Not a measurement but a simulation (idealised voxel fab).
You're looking at the process module voxel transistor to metal.
290 nm wide, 5 nm square cells: that's cross-section cut.
Think of the cross-section as a grid of square cells. We describe it in bands, top to bottom, and each band covers one or more rows of those cells.
Within each band entry, the heights of the top and of the bottom of the band appear first, in that order and in nm; the materials of the band then follow from left to right, each with its corresponding width in nm. The designation "everywhere" on a single material indicates that it fills the band from edge to edge; the designation "air" indicates empty space.
Heights are expressed relative to 0, this being the level below which the as-received wafer comprises one material exclusively. The lowest band is unbounded in the downward direction and is denoted as in "0 -> down".
You'd read "30 to 40" like this: the band's top row of cells is as wide as the first number, its bottom row is as wide as the second, and going down, every row changes width by the same amount as the row before did.
For the purposes of this document, the phrase "all unchanged" attached to a step denotes that no cell within the cross-section was modified by that step.
In "Enclosed internal voids" the enclosed voids are listed, meaning empty spaces of 8 cells or larger without any opening to the top. The form is width x height at distance, distance from the left edge, units nm.
Past the settings on a step's line: simulator remark, on that step.
Steps that use a mask can have "overlay nm" on their line. It says how far the mask sat to the right of where it was meant to be. Negative means to the left.

plan
1 RECEIVE | material Si
2 OXIDIZE | depth nm 5
3 CONFORMAL_DEP | material SiN | thk nm 10
4 DIRECTIONAL_DEP | material aC | thk nm 10
5 PATTERN | tone cover | mask id ACTIVE | material resist | width nm 100 | pitch nm 125 | thk nm 30 | overlay nm 0
6 DIRECTIONAL_ETCH | etch materials aC | depth nm 10
7 STRIP | etch materials resist
8 DIRECTIONAL_ETCH | etch materials SiN | depth nm 10
9 DIRECTIONAL_ETCH | etch materials SiO2 | depth nm 5
10 DIRECTIONAL_ETCH | etch materials Si | depth nm 20
11 STRIP | etch materials aC
12 OXIDIZE | depth nm 5
13 FILL_DEP | material SiO2 | thk nm 5
14 CMP | height nm 10
15 SELECTIVE_ETCH | etch materials SiO2 | depth nm 5
16 STRIP | etch materials SiN
17 SELECTIVE_ETCH | etch materials SiO2 | depth nm 5
18 OXIDIZE | depth nm 5
19 DIRECTIONAL_DEP | material polySi | thk nm 30
20 DIRECTIONAL_DEP | material SiCN | thk nm 10
21 MASKED_ETCH | tone cover | mask id GATE | width nm 30 | pitch nm 125 | etch materials SiCN | depth nm 20 | overlay nm 0
22 MASKED_ETCH | tone cover | mask id GATE | width nm 30 | pitch nm 125 | etch materials polySi | depth nm 40 | overlay nm 0
23 CONFORMAL_DEP | material SiN | thk nm 5
24 DIRECTIONAL_ETCH | etch materials SiN | depth nm 5
25 DIRECTIONAL_ETCH | etch materials SiO2 | depth nm 5
26 DIRECTIONAL_ETCH | etch materials Si | depth nm 10
27 EPI | material SiGe | thk nm 10
28 FILL_DEP | material SiO2 | thk nm 5
29 CMP | height nm 25
30 STRIP | etch materials polySi
31 SELECTIVE_ETCH | etch materials SiO2 | depth nm 5
32 CONFORMAL_DEP | material HfO2 | thk nm 5
33 CONFORMAL_DEP | material TiN | thk nm 5
34 FILL_DEP | material W | thk nm 5
35 CMP | height nm 20
36 DIRECTIONAL_DEP | material SiO2 | thk nm 10
37 DIRECTIONAL_DEP | material aC | thk nm 15
38 PATTERN | tone open | mask id CONTACT | material resist | width nm 15 | thk nm 30 | overlay nm 0
39 DIRECTIONAL_ETCH | etch materials aC | depth nm 15
40 STRIP | etch materials resist
41 DIRECTIONAL_ETCH | etch materials SiO2 | depth nm 40
42 STRIP | etch materials aC
43 CONFORMAL_DEP | material TiN | thk nm 5
44 FILL_DEP | material Ru | thk nm 5
45 CMP | height nm 30
46 CONFORMAL_DEP | material SiN | thk nm 5
47 DIRECTIONAL_DEP | material lowk | thk nm 25
48 PATTERN | tone open | mask id METAL_1 | material resist | width nm 15 | thk nm 20 | overlay nm 0
49 DIRECTIONAL_ETCH | etch materials lowk | depth nm 25
50 DIRECTIONAL_ETCH | etch materials SiN | depth nm 5
51 STRIP | etch materials resist
52 CONFORMAL_DEP | material TiN | thk nm 5
53 FILL_DEP | material Cu | thk nm 5
54 CMP | height nm 60
55 CONFORMAL_DEP | material SiN | thk nm 5

As-received state of the wafer in cross-section, equivalent to post-step 1
0 -> down: Si everywhere
Enclosed internal voids: none

Wafer at module end, in section. Began as above, planned as above, run with one mistake
65 -> 60: SiN everywhere
60 -> 35: 35 nm lowk / 5 nm TiN / 5 nm Cu / 5 nm TiN / 60 nm lowk / 5 nm TiN / 5 nm Cu / 5 nm TiN / 35 nm lowk / 5 nm TiN / 5 nm Cu / 5 nm TiN / 60 nm lowk / 5 nm TiN / 5 nm Cu / 5 nm TiN / 40 nm lowk
35 -> 30: 35 nm SiN / 15 nm TiN / 60 nm SiN / 15 nm TiN / 35 nm SiN / 15 nm TiN / 60 nm SiN / 15 nm TiN / 40 nm SiN
30 -> 20: 35 nm SiO2 / 5 nm TiN / 5 nm Ru / 5 nm TiN / 60 nm SiO2 / 5 nm TiN / 5 nm Ru / 5 nm TiN / 35 nm SiO2 / 5 nm TiN / 5 nm Ru / 5 nm TiN / 60 nm SiO2 / 5 nm TiN / 5 nm Ru / 5 nm TiN / 40 nm SiO2
20 -> 0: 35 nm SiO2 / 5 nm TiN / 5 nm Ru / 5 nm TiN / 10 nm SiO2 / 5 nm SiN / 5 nm HfO2 / 5 nm TiN / 10 nm W / 5 nm TiN / 5 nm HfO2 / 5 nm SiN / 10 nm SiO2 / 5 nm TiN / 5 nm Ru / 5 nm TiN / 35 nm SiO2 / 5 nm TiN / 5 nm Ru / 5 nm TiN / 10 nm SiO2 / 5 nm SiN / 5 nm HfO2 / 5 nm TiN / 10 nm W / 5 nm TiN / 5 nm HfO2 / 5 nm SiN / 10 nm SiO2 / 5 nm TiN / 5 nm Ru / 5 nm TiN / 40 nm SiO2
0 -> -5: 25 nm SiO2 / 5 nm SiN / 5 nm SiO2 / 5 nm TiN / 5 nm Ru / 5 nm TiN / 10 nm SiGe / 5 nm SiN / 5 nm HfO2 / 20 nm TiN / 5 nm HfO2 / 5 nm SiN / 10 nm SiGe / 5 nm TiN / 5 nm Ru / 5 nm TiN / 5 nm SiO2 / 5 nm SiN / 15 nm SiO2 / 5 nm SiN / 5 nm SiO2 / 5 nm TiN / 5 nm Ru / 5 nm TiN / 10 nm SiGe / 5 nm SiN / 5 nm HfO2 / 20 nm TiN / 5 nm HfO2 / 5 nm SiN / 10 nm SiGe / 5 nm TiN / 5 nm Ru / 5 nm TiN / 5 nm SiO2 / 5 nm SiN / 30 nm SiO2
-5 -> -10: 35 nm SiO2 / 15 nm TiN / 10 nm SiGe / 40 nm HfO2 / 10 nm SiGe / 15 nm TiN / 35 nm SiO2 / 15 nm TiN / 10 nm SiGe / 40 nm HfO2 / 10 nm SiGe / 15 nm TiN / 40 nm SiO2
-10 -> -20: 35 nm SiO2 / 25 nm SiGe / 40 nm Si / 25 nm SiGe / 35 nm SiO2 / 25 nm SiGe / 40 nm Si / 25 nm SiGe / 40 nm SiO2
-20 -> -35: 35 nm SiO2 / 90 nm Si / 35 nm SiO2 / 90 nm Si / 40 nm SiO2
-35 -> down: Si everywhere
Enclosed internal voids: none
Error vs. plan: heads up, step 10 didn't go per plan, it actually ran as DIRECTIONAL_ETCH | etch materials Si | depth nm 25
